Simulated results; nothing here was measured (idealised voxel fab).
Name of the process module below: voxel transistor to metal
Square cell edge 5 nm, section width 265 nm, ID cut.
A cross-section in this document is a grid of square cells, and it is written down as bands, the top band listed before the ones below it; a band is made up of one or more rows of cells.
Per band: top height and bottom height in nm, followed by the left-to-right materials and their widths in nm; "everywhere" marks a single material spanning edge to edge, "air" marks empty space.
Heights from 0 (as-received wafer is one material below). Bottom band endless downward, as "0..down".
The notation "30 to 40" denotes a width that varies across the rows of cells in the band, beginning at the first number in the top row, finishing at the second number in the bottom row, and changing by an identical amount from each row to the next.
Where a step carries "changes: none", the cross-section came out of it unchanged, cell for cell.
Under "Fully sealed cavities" you'll find the enclosed gaps, the ones with no way out to the top, that are 8 cells or bigger; each reads width x height at distance, with distance counted from the left edge, everything in nm.
Text after the settings on a step's line: the simulator's own remark on that step.
overlay nm, on a step with a mask: how far to the right of its planned place the mask lay; to the left if negative
List of planned process steps:
1,RECEIVE, material Si
2,CONFORMAL_DEP, material SiO2, thk nm 5
3,CONFORMAL_DEP, material SiN, thk nm 10
4,PATTERN, tone cover, mask id ACTIVE, material resist, width nm 105, pitch nm 125, thk nm 15, overlay nm 0
5,DIRECTIONAL_ETCH, etch materials SiN, depth nm 10
6,DIRECTIONAL_ETCH, etch materials SiO2, depth nm 5
7,DIRECTIONAL_ETCH, etch materials Si, depth nm 35
8,STRIP, etch materials resist
9,OXIDIZE, depth nm 5
10,FILL_DEP, material SiO2, thk nm 15
11,CMP, height nm 15
12,SELECTIVE_ETCH, etch materials SiO2, depth nm 5
13,STRIP, etch materials SiN
14,SELECTIVE_ETCH, etch materials SiO2, depth nm 5
15,OXIDIZE, depth nm 5
16,DIRECTIONAL_DEP, material polySi, thk nm 20
17,DIRECTIONAL_DEP, material SiCN, thk nm 15
18,PATTERN, tone cover, mask id GATE, material resist, width nm 25, pitch nm 125, thk nm 20, overlay nm 0
19,DIRECTIONAL_ETCH, etch materials SiCN, depth nm 25
20,DIRECTIONAL_ETCH, etch materials polySi, depth nm 30
21,STRIP, etch materials resist
22,CONFORMAL_DEP, material SiO2, thk nm 5
23,DIRECTIONAL_ETCH, etch materials SiO2, depth nm 5
24,CONFORMAL_DEP, material SiN, thk nm 5
25,DIRECTIONAL_ETCH, etch materials SiN, depth nm 5
26,DIRECTIONAL_ETCH, etch materials SiO2, depth nm 5
27,DIRECTIONAL_ETCH, etch materials Si, depth nm 15
28,EPI, material pSi, thk nm 20
29,FILL_DEP, material SiO2, thk nm 5
30,CMP, height nm 35
31,DIRECTIONAL_DEP, material SiO2, thk nm 15
32,MASKED_ETCH, tone open, mask id CONTACT, width nm 30, etch materials SiO2, depth nm 50, overlay nm 0
33,CONFORMAL_DEP, material TiN, thk nm 5
34,FILL_DEP, material W, thk nm 5
35,CMP, height nm 50
36,CONFORMAL_DEP, material SiCN, thk nm 5
37,DIRECTIONAL_DEP, material lowk, thk nm 20
38,MASKED_ETCH, tone open, mask id METAL_1, width nm 20, etch materials lowk, depth nm 20, overlay nm 0
39,MASKED_ETCH, tone open, mask id METAL_1, width nm 20, etch materials SiCN, depth nm 5, overlay nm 0
40,CONFORMAL_DEP, material TiN, thk nm 5
41,FILL_DEP, material Cu, thk nm 5
42,CMP, height nm 75
43,CONFORMAL_DEP, material SiCN, thk nm 5
44,DIRECTIONAL_DEP, material lowk, thk nm 35
45,PATTERN, tone open, mask id METAL_2_HOLES, material resist, width nm 15, pitch nm 125, thk nm 15, overlay nm 0
46,DIRECTIONAL_ETCH, etch materials lowk, depth nm 35
47,STRIP, etch materials resist
48,DIRECTIONAL_DEP, material aC, thk nm 10
49,PATTERN, tone open, mask id METAL_2, material resist, width nm 20, pitch nm 125, thk nm 25, overlay nm 0
50,DIRECTIONAL_ETCH, etch materials aC, depth nm 10
51,STRIP, etch materials resist
52,DIRECTIONAL_ETCH, etch materials lowk, depth nm 20
53,DIRECTIONAL_ETCH, etch materials SiCN, depth nm 5
54,STRIP, etch materials aC
55,CONFORMAL_DEP, material TiN, thk nm 5
56,FILL_DEP, material Cu, thk nm 10
57,CMP, height nm 115
58,CONFORMAL_DEP, material SiN, thk nm 5
So, the first of our two wafers, run just as we planned it:
Cross-section, incoming material, after step 1:
- 0..down: Si everywhere
- Fully sealed cavities: none
Step 2 complete: cross-section through the wafer:
- 5..0: SiO2 everywhere
- Below 0, no change.
Step 3 complete: cross-section through the wafer:
- 15..5: SiN everywhere
- Below 5, no change.
Step 4 complete: cross-section through the wafer:
- 30..15: air (15); resist (105); air (20); resist (105); air (20)
- Below 15, no change.
Step 5 complete: cross-section through the wafer:
- 30..15: air (15); resist (105); air (20); resist (105); air (20)
- 15..5: air (15); SiN (105); air (20); SiN (105); air (20)
- Below 5, no change.
Step 6 complete: cross-section through the wafer:
- 30..15: air (15); resist (105); air (20); resist (105); air (20)
- 15..5: air (15); SiN (105); air (20); SiN (105); air (20)
- 5..0: air (15); SiO2 (105); air (20); SiO2 (105); air (20)
- Below 0, no change.
Step 7 complete: cross-section through the wafer:
- 30..15: air (15); resist (105); air (20); resist (105); air (20)
- 15..5: air (15); SiN (105); air (20); SiN (105); air (20)
- 5..0: air (15); SiO2 (105); air (20); SiO2 (105); air (20)
- 0..-35: air (15); Si (105); air (20); Si (105); air (20)
- Below -35, no change.
Step 8 complete: cross-section through the wafer:
- 15..5: air (15); SiN (105); air (20); SiN (105); air (20)
- Below 5, no change.
Step 9 complete: cross-section through the wafer:
- 15..5: air (15); SiN (105); air (20); SiN (105); air (20)
- 5..0: air (15); SiO2 (105); air (20); SiO2 (105); air (20)
- 0..-35: air (15); SiO2 (5); Si (95); SiO2 (5); air (20); SiO2 (5); Si (95); SiO2 (5); air (20)
- -35..-40: SiO2 (20); Si (95); SiO2 (30); Si (95); SiO2 (25)
- Below -40, no change.
Step 10 complete: cross-section through the wafer:
- 30..15: SiO2 everywhere
- 15..5: SiO2 (15); SiN (105); SiO2 (20); SiN (105); SiO2 (20)
- 5..0: SiO2 everywhere
- 0..-40: SiO2 (20); Si (95); SiO2 (30); Si (95); SiO2 (25)
- Below -40, no change.
Step 11 complete: cross-section through the wafer:
- 15..5: SiO2 (15); SiN (105); SiO2 (20); SiN (105); SiO2 (20)
- Below 5, no change.
Step 12 complete: cross-section through the wafer:
- 15..10: air (15); SiN (105); air (20); SiN (105); air (20)
- Below 10, no change.
Step 13 complete: cross-section through the wafer:
- 10..5: SiO2 (15); air (105); SiO2 (20); air (105); SiO2 (20)
- Below 5, no change.
Step 14 complete: cross-section through the wafer:
- 5..0: SiO2 (10); air (115); SiO2 (10); air (115); SiO2 (15)
- Below 0, no change.
Step 15 complete: cross-section through the wafer:
- 5..0: SiO2 (10); air (115); SiO2 (10); air (115); SiO2 (15)
- 0..-5: SiO2 everywhere
- Below -5, no change.
Step 16 complete: cross-section through the wafer:
- 25..20: polySi (10); air (115); polySi (10); air (115); polySi (15)
- 20..5: polySi everywhere
- 5..0: SiO2 (10); polySi (115); SiO2 (10); polySi (115); SiO2 (15)
- Below 0, no change.
Step 17 complete: cross-section through the wafer:
- 40..35: SiCN (10); air (115); SiCN (10); air (115); SiCN (15)
- 35..25: SiCN everywhere
- 25..20: polySi (10); SiCN (115); polySi (10); SiCN (115); polySi (15)
- Below 20, no change.
Step 18 complete: cross-section through the wafer:
- 60..40: air (55); resist (25); air (100); resist (25); air (60)
- 40..35: SiCN (10); air (45); resist (25); air (45); SiCN (10); air (45); resist (25); air (45); SiCN (15)
- Below 35, no change.
Step 19 complete: cross-section through the wafer:
- 60..35: air (55); resist (25); air (100); resist (25); air (60)
- 35..25: air (55); SiCN (25); air (100); SiCN (25); air (60)
- 25..20: polySi (10); air (45); SiCN (25); air (45); polySi (10); air (45); SiCN (25); air (45); polySi (15)
- Below 20, no change.
Step 20 complete: cross-section through the wafer:
- 60..35: air (55); resist (25); air (100); resist (25); air (60)
- 35..20: air (55); SiCN (25); air (100); SiCN (25); air (60)
- 20..5: air (55); polySi (25); air (100); polySi (25); air (60)
- 5..0: SiO2 (10); air (45); polySi (25); air (45); SiO2 (10); air (45); polySi (25); air (45); SiO2 (15)
- Below 0, no change.
Step 21 complete: cross-section through the wafer:
- 35..20: air (55); SiCN (25); air (100); SiCN (25); air (60)
- Below 20, no change.
Step 22 complete: cross-section through the wafer:
- 40..35: air (50); SiO2 (35); air (90); SiO2 (35); air (55)
- 35..20: air (50); SiO2 (5); SiCN (25); SiO2 (5); air (90); SiO2 (5); SiCN (25); SiO2 (5); air (55)
- 20..10: air (50); SiO2 (5); polySi (25); SiO2 (5); air (90); SiO2 (5); polySi (25); SiO2 (5); air (55)
- 10..5: SiO2 (15); air (35); SiO2 (5); polySi (25); SiO2 (5); air (35); SiO2 (20); air (35); SiO2 (5); polySi (25); SiO2 (5); air (35); SiO2 (20)
- 5..0: SiO2 (55); polySi (25); SiO2 (100); polySi (25); SiO2 (60)
- Below 0, no change.
Step 23 complete: cross-section through the wafer:
- 35..20: air (50); SiO2 (5); SiCN (25); SiO2 (5); air (90); SiO2 (5); SiCN (25); SiO2 (5); air (55)
- 20..5: air (50); SiO2 (5); polySi (25); SiO2 (5); air (90); SiO2 (5); polySi (25); SiO2 (5); air (55)
- 5..0: SiO2 (15); air (35); SiO2 (5); polySi (25); SiO2 (5); air (35); SiO2 (20); air (35); SiO2 (5); polySi (25); SiO2 (5); air (35); SiO2 (20)
- Below 0, no change.
Step 24 complete: cross-section through the wafer:
- 40..35: air (45); SiN (45); air (80); SiN (45); air (50)
- 35..20: air (45); SiN (5); SiO2 (5); SiCN (25); SiO2 (5); SiN (5); air (80); SiN (5); SiO2 (5); SiCN (25); SiO2 (5); SiN (5); air (50)
- 20..10: air (45); SiN (5); SiO2 (5); polySi (25); SiO2 (5); SiN (5); air (80); SiN (5); SiO2 (5); polySi (25); SiO2 (5); SiN (5); air (50)
- 10..5: SiN (20); air (25); SiN (5); SiO2 (5); polySi (25); SiO2 (5); SiN (5); air (25); SiN (30); air (25); SiN (5); SiO2 (5); polySi (25); SiO2 (5); SiN (5); air (25); SiN (25)
- 5..0: SiO2 (15); SiN (35); SiO2 (5); polySi (25); SiO2 (5); SiN (35); SiO2 (20); SiN (35); SiO2 (5); polySi (25); SiO2 (5); SiN (35); SiO2 (20)
- Below 0, no change.
Step 25 complete: cross-section through the wafer:
- 35..20: air (45); SiN (5); SiO2 (5); SiCN (25); SiO2 (5); SiN (5); air (80); SiN (5); SiO2 (5); SiCN (25); SiO2 (5); SiN (5); air (50)
- 20..5: air (45); SiN (5); SiO2 (5); polySi (25); SiO2 (5); SiN (5); air (80); SiN (5); SiO2 (5); polySi (25); SiO2 (5); SiN (5); air (50)
- 5..0: SiO2 (15); SiN (5); air (25); SiN (5); SiO2 (5); polySi (25); SiO2 (5); SiN (5); air (25); SiN (5); SiO2 (20); SiN (5); air (25); SiN (5); SiO2 (5); polySi (25); SiO2 (5); SiN (5); air (25); SiN (5); SiO2 (20)
- Below 0, no change.
Step 26 complete: cross-section through the wafer:
- 35..30: air (45); SiN (5); air (5); SiCN (25); air (5); SiN (5); air (80); SiN (5); air (5); SiCN (25); air (5); SiN (5); air (50)
- 30..20: air (45); SiN (5); SiO2 (5); SiCN (25); SiO2 (5); SiN (5); air (80); SiN (5); SiO2 (5); SiCN (25); SiO2 (5); SiN (5); air (50)
- 20..5: air (45); SiN (5); SiO2 (5); polySi (25); SiO2 (5); SiN (5); air (80); SiN (5); SiO2 (5); polySi (25); SiO2 (5); SiN (5); air (50)
- 5..0: air (15); SiN (5); air (25); SiN (5); SiO2 (5); polySi (25); SiO2 (5); SiN (5); air (25); SiN (5); air (20); SiN (5); air (25); SiN (5); SiO2 (5); polySi (25); SiO2 (5); SiN (5); air (25); SiN (5); air (20)
- 0..-5: SiO2 (20); air (25); SiO2 (45); air (25); SiO2 (30); air (25); SiO2 (45); air (25); SiO2 (25)
- Below -5, no change.
Step 27 complete: cross-section through the wafer:
- 35..30: air (45); SiN (5); air (5); SiCN (25); air (5); SiN (5); air (80); SiN (5); air (5); SiCN (25); air (5); SiN (5); air (50)
- 30..20: air (45); SiN (5); SiO2 (5); SiCN (25); SiO2 (5); SiN (5); air (80); SiN (5); SiO2 (5); SiCN (25); SiO2 (5); SiN (5); air (50)
- 20..5: air (45); SiN (5); SiO2 (5); polySi (25); SiO2 (5); SiN (5); air (80); SiN (5); SiO2 (5); polySi (25); SiO2 (5); SiN (5); air (50)
- 5..0: air (15); SiN (5); air (25); SiN (5); SiO2 (5); polySi (25); SiO2 (5); SiN (5); air (25); SiN (5); air (20); SiN (5); air (25); SiN (5); SiO2 (5); polySi (25); SiO2 (5); SiN (5); air (25); SiN (5); air (20)
- 0..-5: SiO2 (20); air (25); SiO2 (45); air (25); SiO2 (30); air (25); SiO2 (45); air (25); SiO2 (25)
- -5..-20: SiO2 (20); air (25); Si (45); air (25); SiO2 (30); air (25); Si (45); air (25); SiO2 (25)
- Below -20, no change.
Step 28 complete: cross-section through the wafer:
- 35..30: air (45); SiN (5); air (5); SiCN (25); air (5); SiN (5); air (80); SiN (5); air (5); SiCN (25); air (5); SiN (5); air (50)
- 30..20: air (45); SiN (5); SiO2 (5); SiCN (25); SiO2 (5); SiN (5); air (80); SiN (5); SiO2 (5); SiCN (25); SiO2 (5); SiN (5); air (50)
- 20..15: air (45); SiN (5); SiO2 (5); polySi (25); SiO2 (5); SiN (5); air (80); SiN (5); SiO2 (5); polySi (25); SiO2 (5); SiN (5); air (50)
- 15..5: air (25); pSi (20); SiN (5); SiO2 (5); polySi (25); SiO2 (5); SiN (5); pSi (20); air (40); pSi (20); SiN (5); SiO2 (5); polySi (25); SiO2 (5); SiN (5); pSi (20); air (30)
- 5..0: air (15); SiN (5); air (5); pSi (20); SiN (5); SiO2 (5); polySi (25); SiO2 (5); SiN (5); pSi (20); air (5); SiN (5); air (20); SiN (5); air (5); pSi (20); SiN (5); SiO2 (5); polySi (25); SiO2 (5); SiN (5); pSi (20); air (5); SiN (5); air (20)
- 0..-5: SiO2 (20); pSi (25); SiO2 (45); pSi (25); SiO2 (30); pSi (25); SiO2 (45); pSi (25); SiO2 (25)
- -5..-20: SiO2 (20); pSi (25); Si (45); pSi (25); SiO2 (30); pSi (25); Si (45); pSi (25); SiO2 (25)
- Below -20, no change.
Step 29 complete: cross-section through the wafer:
- 40..35: SiO2 everywhere
- 35..20: SiO2 (45); SiN (5); SiO2 (5); SiCN (25); SiO2 (5); SiN (5); SiO2 (80); SiN (5); SiO2 (5); SiCN (25); SiO2 (5); SiN (5); SiO2 (50)
- 20..15: SiO2 (45); SiN (5); SiO2 (5); polySi (25); SiO2 (5); SiN (5); SiO2 (80); SiN (5); SiO2 (5); polySi (25); SiO2 (5); SiN (5); SiO2 (50)
- 15..5: SiO2 (25); pSi (20); SiN (5); SiO2 (5); polySi (25); SiO2 (5); SiN (5); pSi (20); SiO2 (40); pSi (20); SiN (5); SiO2 (5); polySi (25); SiO2 (5); SiN (5); pSi (20); SiO2 (30)
- 5..0: SiO2 (15); SiN (5); SiO2 (5); pSi (20); SiN (5); SiO2 (5); polySi (25); SiO2 (5); SiN (5); pSi (20); SiO2 (5); SiN (5); SiO2 (20); SiN (5); SiO2 (5); pSi (20); SiN (5); SiO2 (5); polySi (25); SiO2 (5); SiN (5); pSi (20); SiO2 (5); SiN (5); SiO2 (20)
- Below 0, no change.
Step 30 complete: cross-section through the wafer:
- 35..20: SiO2 (45); SiN (5); SiO2 (5); SiCN (25); SiO2 (5); SiN (5); SiO2 (80); SiN (5); SiO2 (5); SiCN (25); SiO2 (5); SiN (5); SiO2 (50)
- Below 20, no change.
Step 31 complete: cross-section through the wafer:
- 50..35: SiO2 everywhere
- Below 35, no change.
Step 32 complete: cross-section through the wafer:
- 50..35: SiO2 (20); air (30); SiO2 (35); air (30); SiO2 (30); air (30); SiO2 (35); air (30); SiO2 (25)
- 35..20: SiO2 (20); air (25); SiN (5); SiO2 (5); SiCN (25); SiO2 (5); SiN (5); air (25); SiO2 (30); air (25); SiN (5); SiO2 (5); SiCN (25); SiO2 (5); SiN (5); air (25); SiO2 (25)
- 20..15: SiO2 (20); air (25); SiN (5); SiO2 (5); polySi (25); SiO2 (5); SiN (5); air (25); SiO2 (30); air (25); SiN (5); SiO2 (5); polySi (25); SiO2 (5); SiN (5); air (25); SiO2 (25)
- 15..5: SiO2 (20); air (5); pSi (20); SiN (5); SiO2 (5); polySi (25); SiO2 (5); SiN (5); pSi (20); air (5); SiO2 (30); air (5); pSi (20); SiN (5); SiO2 (5); polySi (25); SiO2 (5); SiN (5); pSi (20); air (5); SiO2 (25)
- 5..0: SiO2 (15); SiN (5); air (5); pSi (20); SiN (5); SiO2 (5); polySi (25); SiO2 (5); SiN (5); pSi (20); air (5); SiN (5); SiO2 (20); SiN (5); air (5); pSi (20); SiN (5); SiO2 (5); polySi (25); SiO2 (5); SiN (5); pSi (20); air (5); SiN (5); SiO2 (20)
- Below 0, no change.
Step 33 complete: cross-section through the wafer:
- 55..50: TiN (25); air (20); TiN (45); air (20); TiN (40); air (20); TiN (45); air (20); TiN (30)
- 50..40: SiO2 (20); TiN (5); air (20); TiN (5); SiO2 (35); TiN (5); air (20); TiN (5); SiO2 (30); TiN (5); air (20); TiN (5); SiO2 (35); TiN (5); air (20); TiN (5); SiO2 (25)
- 40..35: SiO2 (20); TiN (5); air (15); TiN (10); SiO2 (35); TiN (10); air (15); TiN (5); SiO2 (30); TiN (5); air (15); TiN (10); SiO2 (35); TiN (10); air (15); TiN (5); SiO2 (25)
- 35..20: SiO2 (20); TiN (5); air (15); TiN (5); SiN (5); SiO2 (5); SiCN (25); SiO2 (5); SiN (5); TiN (5); air (15); TiN (5); SiO2 (30); TiN (5); air (15); TiN (5); SiN (5); SiO2 (5); SiCN (25); SiO2 (5); SiN (5); TiN (5); air (15); TiN (5); SiO2 (25)
- 20..15: SiO2 (20); TiN (25); SiN (5); SiO2 (5); polySi (25); SiO2 (5); SiN (5); TiN (25); SiO2 (30); TiN (25); SiN (5); SiO2 (5); polySi (25); SiO2 (5); SiN (5); TiN (25); SiO2 (25)
- 15..5: SiO2 (20); TiN (5); pSi (20); SiN (5); SiO2 (5); polySi (25); SiO2 (5); SiN (5); pSi (20); TiN (5); SiO2 (30); TiN (5); pSi (20); SiN (5); SiO2 (5); polySi (25); SiO2 (5); SiN (5); pSi (20); TiN (5); SiO2 (25)
- 5..0: SiO2 (15); SiN (5); TiN (5); pSi (20); SiN (5); SiO2 (5); polySi (25); SiO2 (5); SiN (5); pSi (20); TiN (5); SiN (5); SiO2 (20); SiN (5); TiN (5); pSi (20); SiN (5); SiO2 (5); polySi (25); SiO2 (5); SiN (5); pSi (20); TiN (5); SiN (5); SiO2 (20)
- Below 0, no change.
Step 34 complete: cross-section through the wafer:
- 60..55: W everywhere
- 55..50: TiN (25); W (20); TiN (45); W (20); TiN (40); W (20); TiN (45); W (20); TiN (30)
- 50..40: SiO2 (20); TiN (5); W (20); TiN (5); SiO2 (35); TiN (5); W (20); TiN (5); SiO2 (30); TiN (5); W (20); TiN (5); SiO2 (35); TiN (5); W (20); TiN (5); SiO2 (25)
- 40..35: SiO2 (20); TiN (5); W (15); TiN (10); SiO2 (35); TiN (10); W (15); TiN (5); SiO2 (30); TiN (5); W (15); TiN (10); SiO2 (35); TiN (10); W (15); TiN (5); SiO2 (25)
- 35..20: SiO2 (20); TiN (5); W (15); TiN (5); SiN (5); SiO2 (5); SiCN (25); SiO2 (5); SiN (5); TiN (5); W (15); TiN (5); SiO2 (30); TiN (5); W (15); TiN (5); SiN (5); SiO2 (5); SiCN (25); SiO2 (5); SiN (5); TiN (5); W (15); TiN (5); SiO2 (25)
- Below 20, no change.
Step 35 complete: cross-section through the wafer:
- 50..40: SiO2 (20); TiN (5); W (20); TiN (5); SiO2 (35); TiN (5); W (20); TiN (5); SiO2 (30); TiN (5); W (20); TiN (5); SiO2 (35); TiN (5); W (20); TiN (5); SiO2 (25)
- Below 40, no change.
Step 36 complete: cross-section through the wafer:
- 55..50: SiCN everywhere
- Below 50, no change.
Step 37 complete: cross-section through the wafer:
- 75..55: lowk everywhere
- Below 55, no change.
Step 38 complete: cross-section through the wafer:
- 75..55: lowk (20); air (20); lowk (55); air (20); lowk (30); air (20); lowk (55); air (20); lowk (25)
- Below 55, no change.
Step 39 complete: cross-section through the wafer:
- 75..55: lowk (20); air (20); lowk (55); air (20); lowk (30); air (20); lowk (55); air (20); lowk (25)
- 55..50: SiCN (20); air (20); SiCN (55); air (20); SiCN (30); air (20); SiCN (55); air (20); SiCN (25)
- Below 50, no change.
Step 40 complete: cross-section through the wafer:
- 80..75: TiN (25); air (10); TiN (65); air (10); TiN (40); air (10); TiN (65); air (10); TiN (30)
- 75..55: lowk (20); TiN (5); air (10); TiN (5); lowk (55); TiN (5); air (10); TiN (5); lowk (30); TiN (5); air (10); TiN (5); lowk (55); TiN (5); air (10); TiN (5); lowk (25)
- 55..50: SiCN (20); TiN (20); SiCN (55); TiN (20); SiCN (30); TiN (20); SiCN (55); TiN (20); SiCN (25)
- Below 50, no change.
Step 41 complete: cross-section through the wafer:
- 85..80: Cu everywhere
- 80..75: TiN (25); Cu (10); TiN (65); Cu (10); TiN (40); Cu (10); TiN (65); Cu (10); TiN (30)
- 75..55: lowk (20); TiN (5); Cu (10); TiN (5); lowk (55); TiN (5); Cu (10); TiN (5); lowk (30); TiN (5); Cu (10); TiN (5); lowk (55); TiN (5); Cu (10); TiN (5); lowk (25)
- Below 55, no change.
Step 42 complete: cross-section through the wafer:
- 75..55: lowk (20); TiN (5); Cu (10); TiN (5); lowk (55); TiN (5); Cu (10); TiN (5); lowk (30); TiN (5); Cu (10); TiN (5); lowk (55); TiN (5); Cu (10); TiN (5); lowk (25)
- Below 55, no change.
Step 43 complete: cross-section through the wafer:
- 80..75: SiCN everywhere
- Below 75, no change.
Step 44 complete: cross-section through the wafer:
- 115..80: lowk everywhere
- Below 80, no change.
Step 45 complete: cross-section through the wafer:
- 130..115: resist (20); air (15); resist (110); air (15); resist (105)
- Below 115, no change.
Step 46 complete: cross-section through the wafer:
- 130..115: resist (20); air (15); resist (110); air (15); resist (105)
- 115..80: lowk (20); air (15); lowk (110); air (15); lowk (105)
- Below 80, no change.
Step 47 complete: cross-section through the wafer:
- 115..80: lowk (20); air (15); lowk (110); air (15); lowk (105)
- Below 80, no change.
Step 48 complete: cross-section through the wafer:
- 125..115: aC (20); air (15); aC (110); air (15); aC (105)
- 115..90: lowk (20); air (15); lowk (110); air (15); lowk (105)
- 90..80: lowk (20); aC (15); lowk (110); aC (15); lowk (105)
- Below 80, no change.
Step 49 complete: cross-section through the wafer:
- 150..125: resist (20); air (20); resist (105); air (20); resist (100)
- Below 125, no change.
Step 50 complete: cross-section through the wafer:
- 140..125: resist (20); air (20); resist (105); air (20); resist (100)
- 125..115: aC (20); air (20); aC (105); air (20); aC (100)
- 115..80: lowk (20); air (15); lowk (110); air (15); lowk (105)
- Below 80, no change.
Step 51 complete: cross-section through the wafer:
- 125..115: aC (20); air (20); aC (105); air (20); aC (100)
- Below 115, no change.
Step 52 complete: cross-section through the wafer:
- 125..115: aC (20); air (20); aC (105); air (20); aC (100)
- 115..95: lowk (20); air (20); lowk (105); air (20); lowk (100)
- Below 95, no change.
Step 53 complete: cross-section through the wafer:
- 125..115: aC (20); air (20); aC (105); air (20); aC (100)
- 115..95: lowk (20); air (20); lowk (105); air (20); lowk (100)
- 95..80: lowk (20); air (15); lowk (110); air (15); lowk (105)
- 80..75: SiCN (20); air (15); SiCN (110); air (15); SiCN (105)
- Below 75, no change.
Step 54 complete: cross-section through the wafer:
- 115..95: lowk (20); air (20); lowk (105); air (20); lowk (100)
- Below 95, no change.
Step 55 complete: cross-section through the wafer:
- 120..115: TiN (25); air (10); TiN (115); air (10); TiN (105)
- 115..100: lowk (20); TiN (5); air (10); TiN (5); lowk (105); TiN (5); air (10); TiN (5); lowk (100)
- 100..95: lowk (20); TiN (5); air (5); TiN (10); lowk (105); TiN (5); air (5); TiN (10); lowk (100)
- 95..80: lowk (20); TiN (5); air (5); TiN (5); lowk (110); TiN (5); air (5); TiN (5); lowk (105)
- 80..75: SiCN (20); TiN (15); SiCN (110); TiN (15); SiCN (105)
- Below 75, no change.
Step 56 complete: cross-section through the wafer:
- 130..120: Cu everywhere
- 120..115: TiN (25); Cu (10); TiN (115); Cu (10); TiN (105)
- 115..100: lowk (20); TiN (5); Cu (10); TiN (5); lowk (105); TiN (5); Cu (10); TiN (5); lowk (100)
- 100..95: lowk (20); TiN (5); Cu (5); TiN (10); lowk (105); TiN (5); Cu (5); TiN (10); lowk (100)
- 95..80: lowk (20); TiN (5); Cu (5); TiN (5); lowk (110); TiN (5); Cu (5); TiN (5); lowk (105)
- Below 80, no change.
Step 57 complete: cross-section through the wafer:
- 115..100: lowk (20); TiN (5); Cu (10); TiN (5); lowk (105); TiN (5); Cu (10); TiN (5); lowk (100)
- Below 100, no change.
Step 58 complete: cross-section through the wafer:
- 120..115: SiN everywhere
- Below 115, no change.
Second wafer: like start, like plan, one mistake. Through step 35 it matches the first wafer:
Second wafer, section view, time point: scheduled end of step 36:
- 70..50: lowk everywhere
- Below 50, no change.
Second wafer, section view, time point: scheduled end of step 37:
- 75..70: SiCN everywhere
- Below 70, no change.
Second wafer, section view, time point: scheduled end of step 38: changes: none
Second wafer, section view, time point: scheduled end of step 39:
- 75..70: SiCN (20); air (20); SiCN (55); air (20); SiCN (30); air (20); SiCN (55); air (20); SiCN (25)
- Below 70, no change.
Second wafer, section view, time point: scheduled end of step 40:
- 80..75: TiN (25); air (10); TiN (65); air (10); TiN (40); air (10); TiN (65); air (10); TiN (30)
- 75..70: SiCN (20); TiN (20); SiCN (55); TiN (20); SiCN (30); TiN (20); SiCN (55); TiN (20); SiCN (25)
- Below 70, no change.
Second wafer, section view, time point: scheduled end of step 41:
- 85..80: Cu everywhere
- 80..75: TiN (25); Cu (10); TiN (65); Cu (10); TiN (40); Cu (10); TiN (65); Cu (10); TiN (30)
- Below 75, no change.
Second wafer, section view, time point: scheduled end of step 42:
- 75..70: SiCN (20); TiN (20); SiCN (55); TiN (20); SiCN (30); TiN (20); SiCN (55); TiN (20); SiCN (25)
- Below 70, no change.
Second wafer, section view, time point: scheduled end of step 43:
- 80..75: SiCN everywhere
- Below 75, no change.
Second wafer, section view, time point: scheduled end of step 44:
- 115..80: lowk everywhere
- Below 80, no change.
Second wafer, section view, time point: scheduled end of step 45:
- 130..115: resist (20); air (15); resist (110); air (15); resist (105)
- Below 115, no change.
Second wafer, section view, time point: scheduled end of step 46:
- 130..115: resist (20); air (15); resist (110); air (15); resist (105)
- 115..80: lowk (20); air (15); lowk (110); air (15); lowk (105)
- Below 80, no change.
Second wafer, section view, time point: scheduled end of step 47:
- 115..80: lowk (20); air (15); lowk (110); air (15); lowk (105)
- Below 80, no change.
Second wafer, section view, time point: scheduled end of step 48:
- 125..115: aC (20); air (15); aC (110); air (15); aC (105)
- 115..90: lowk (20); air (15); lowk (110); air (15); lowk (105)
- 90..80: lowk (20); aC (15); lowk (110); aC (15); lowk (105)
- Below 80, no change.
Second wafer, section view, time point: scheduled end of step 49:
- 150..125: resist (20); air (20); resist (105); air (20); resist (100)
- Below 125, no change.
Second wafer, section view, time point: scheduled end of step 50:
- 140..125: resist (20); air (20); resist (105); air (20); resist (100)
- 125..115: aC (20); air (20); aC (105); air (20); aC (100)
- 115..80: lowk (20); air (15); lowk (110); air (15); lowk (105)
- Below 80, no change.
Second wafer, section view, time point: scheduled end of step 51:
- 125..115: aC (20); air (20); aC (105); air (20); aC (100)
- Below 115, no change.
Second wafer, section view, time point: scheduled end of step 52:
- 125..115: aC (20); air (20); aC (105); air (20); aC (100)
- 115..95: lowk (20); air (20); lowk (105); air (20); lowk (100)
- Below 95, no change.
Second wafer, section view, time point: scheduled end of step 53:
- 125..115: aC (20); air (20); aC (105); air (20); aC (100)
- 115..95: lowk (20); air (20); lowk (105); air (20); lowk (100)
- 95..80: lowk (20); air (15); lowk (110); air (15); lowk (105)
- 80..75: SiCN (20); air (15); SiCN (110); air (15); SiCN (105)
- Below 75, no change.
Second wafer, section view, time point: scheduled end of step 54:
- 115..95: lowk (20); air (20); lowk (105); air (20); lowk (100)
- Below 95, no change.
Second wafer, section view, time point: scheduled end of step 55:
- 120..115: TiN (25); air (10); TiN (115); air (10); TiN (105)
- 115..100: lowk (20); TiN (5); air (10); TiN (5); lowk (105); TiN (5); air (10); TiN (5); lowk (100)
- 100..95: lowk (20); TiN (5); air (5); TiN (10); lowk (105); TiN (5); air (5); TiN (10); lowk (100)
- 95..80: lowk (20); TiN (5); air (5); TiN (5); lowk (110); TiN (5); air (5); TiN (5); lowk (105)
- 80..75: SiCN (20); TiN (15); SiCN (110); TiN (15); SiCN (105)
- Below 75, no change.
Second wafer, section view, time point: scheduled end of step 56:
- 130..120: Cu everywhere
- 120..115: TiN (25); Cu (10); TiN (115); Cu (10); TiN (105)
- 115..100: lowk (20); TiN (5); Cu (10); TiN (5); lowk (105); TiN (5); Cu (10); TiN (5); lowk (100)
- 100..95: lowk (20); TiN (5); Cu (5); TiN (10); lowk (105); TiN (5); Cu (5); TiN (10); lowk (100)
- 95..80: lowk (20); TiN (5); Cu (5); TiN (5); lowk (110); TiN (5); Cu (5); TiN (5); lowk (105)
- Below 80, no change.
Second wafer, section view, time point: scheduled end of step 57:
- 115..100: lowk (20); TiN (5); Cu (10); TiN (5); lowk (105); TiN (5); Cu (10); TiN (5); lowk (100)
- Below 100, no change.
Second wafer, section view, time point: scheduled end of step 58:
- 120..115: SiN everywhere
- Below 115, no change.
Which mistake was made when the wafer was run? steps 36 and 37 traded places in the executed sequence
It is noted that, at the conclusion of processing, the second wafer exhibits a higher or lower cell count for certain materials relative to the first: 32 fewer of Cu | 32 fewer of TiN | 64 more of lowk
